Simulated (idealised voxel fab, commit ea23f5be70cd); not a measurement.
Name of the process module below: voxel ribs on slabs
Square cell edge 5 nm, section width 250 nm, ID cut.
A cross-section in this document is a grid of square cells, and it is written down as bands, the top band listed before the ones below it; a band is made up of one or more rows of cells.
A band entry consists of two parts. The first gives the height of the band's top and the height of its bottom, in nm. The rest lists the band's materials from left to right, each with its width in nm. A single material labelled with the word "edge to edge" fills the band from edge to edge, and the word "blank" marks empty space.
Height reference: 0 = level under which incoming wafer is all one material. Lowest band: no bottom, runs on downward, e.g. "0 and below".
A two-number width, for instance "30..40", indicates that the width is equal to the first number in the top row of the band and to the second number in the bottom row, and that it changes by a constant amount per row of cells.
You'll sometimes find "remained unchanged" written for a step, and that's the way of saying that nowhere in the cross-section did a cell change during that step.
In "Closed cavities" the enclosed voids are listed, meaning empty spaces of 8 cells or larger without any opening to the top. The form is width x height at distance, distance from the left edge, units nm.
Heads up: the bit after the settings on a step's line is the simulator's remark on that step.
The line of a step may include "overlay nm". On a step with a mask, this value is how far to the right of its planned place the mask lay. A negative value means the mask lay to the left.

So here's the lineup of process steps we planned:
- 1: RECEIVE with material Si
- 2: DIRECTIONAL_DEP with material SiO2, thk nm 25
- 3: DIRECTIONAL_DEP with material polySi, thk nm 15
- 4: PATTERN with tone cover, mask id RIB, material resist, width nm 30, thk nm 20, overlay nm 0
- 5: DIRECTIONAL_ETCH with etch materials polySi, depth nm 10
- 6: STRIP with etch materials resist
- 7: MASKED_ETCH with tone cover, mask id SLAB, width nm 90, etch materials polySi, depth nm 5, overlay nm 0
- 8: FILL_DEP with material SiO2, thk nm 25
- 9: CMP with height nm 60
- 10: DIRECTIONAL_DEP with material TiN, thk nm 5
- 11: MASKED_ETCH with tone cover, mask id HEATER, width nm 40, etch materials TiN, depth nm 5, overlay nm 0
- 12: CONFORMAL_DEP with material SiO2, thk nm 10

This is the cross-section of the wafer as we received it, i.e. after step 1:
0 and below = Si edge to edge
Closed cavities: none

Cross-sectional view of the first of the two wafers upon completion of the module, processed in accordance with the plan:
75 down to 70 = 95 of blank | 60 of SiO2 | 95 of blank
70 down to 65 = SiO2 edge to edge
65 down to 60 = 105 of SiO2 | 40 of TiN | 105 of SiO2
60 down to 40 = SiO2 edge to edge
40 down to 30 = 110 of SiO2 | 30 of polySi | 110 of SiO2
30 down to 25 = 80 of SiO2 | 90 of polySi | 80 of SiO2
25 down to 0 = SiO2 edge to edge
0 and below = Si edge to edge
Closed cavities: none

Second of two wafers, module complete, sectioned: it shares the first wafer's start and plan but was run with one mistake:
75 down to 70 = 95 of blank | 60 of SiO2 | 95 of blank
70 down to 65 = SiO2 edge to edge
65 down to 60 = 105 of SiO2 | 40 of TiN | 105 of SiO2
60 down to 15 = SiO2 edge to edge
15 down to 0 = polySi edge to edge
0 and below = Si edge to edge
Closed cavities: none
Nonconformance to the process plan: steps 2 and 3: order swapped relative to plan
Bottom line after processing is that, in cells, the second wafer is up or down on some materials versus the first: SiO2 -120; polySi +120
